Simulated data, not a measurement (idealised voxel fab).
You're looking at the process module voxel tone inversion.
The cross-section on display is named cut; it measures 210 nm wide, and its cells are 5 nm squares.
Cross-section layout: square cells on a grid; listed as bands, top to bottom; a band spans one or more cell rows. Top height, bottom height, nm. Materials left to right, width each, nm. Single material + "edge to edge" = fills band edge to edge. "air" = empty. It should be noted that heights are counted from 0, beneath which the wafer as supplied is of one material throughout, and that the lowest band possesses no lower boundary but continues downward, as written in "top 0, no bottom". Width "30->40": first value at the band's top row of cells, second value at its bottom row, equal change from row to row. Reading "all unchanged" for a step: not a cell of the cross-section changed in it. "Unvented cavities" lists enclosed empty spaces (at least 8 cells, no open path upward to the top), each as width x height at distance from the left edge, in nm. Step line, after settings: the simulator's comment on this step. Each step line may optionally specify "overlay nm", which for a step with a mask gives the rightward distance between the mask's planned place and where it lay, a negative value indicating the leftward direction.

### The process steps that were planned are listed below
| 1 | op RECEIVE | material Si |
| 2 | op CONFORMAL_DEP | material SiCN | thk nm 5 |
| 3 | op DIRECTIONAL_DEP | material aC | thk nm 25 |
| 4 | op PATTERN | tone cover | mask id POSTS | material resist | width nm 15 | pitch nm 40 | thk nm 30 | overlay nm 0 |
| 5 | op DIRECTIONAL_ETCH | etch materials aC | depth nm 25 |
| 6 | op STRIP | etch materials resist |
| 7 | op FILL_DEP | material lowk | thk nm 5 |
| 8 | op CMP | height nm 30 |
| 9 | op STRIP | etch materials aC |
| 10 | op CONFORMAL_DEP | material TiN | thk nm 5 |
| 11 | op FILL_DEP | material Ru | thk nm 10 |
| 12 | op CMP | height nm 30 |
| 13 | op CONFORMAL_DEP | material SiCN | thk nm 5 |

### Wafer at receipt (post step 1), cross-section
  top 0, no bottom: Si edge to edge
  Unvented cavities: none

### First of two wafers at the end of the module, shown in cross-section; run carried out as planned
  top 35, bottom 30: SiCN edge to edge
  top 30, bottom 10: lowk=75, TiN=5, Ru=5, TiN=5, lowk=25, TiN=5, Ru=5, TiN=5, lowk=80
  top 10, bottom 5: lowk=75, TiN=15, lowk=25, TiN=15, lowk=80
  top 5, bottom 0: SiCN edge to edge
  top 0, no bottom: Si edge to edge
  Unvented cavities: none

### Now the second wafer, cross-sectioned at the end of the module. Nothing different at the start, nothing different in the plan compared with the first, just one mistake when it was actually run
  top 35, bottom 25: SiCN edge to edge
  top 25, bottom 0: aC edge to edge
  top 0, no bottom: Si edge to edge
  Unvented cavities: none
Finding, execution versus plan: the intended sequence of steps 2 and 3 was reversed during processing, with each occupying the position of the other
FYI, end of process, the second wafer has more or fewer cells of some materials than the first: 8 fewer of Ru, 22 fewer of TiN, 210 more of aC, 180 fewer of lowk
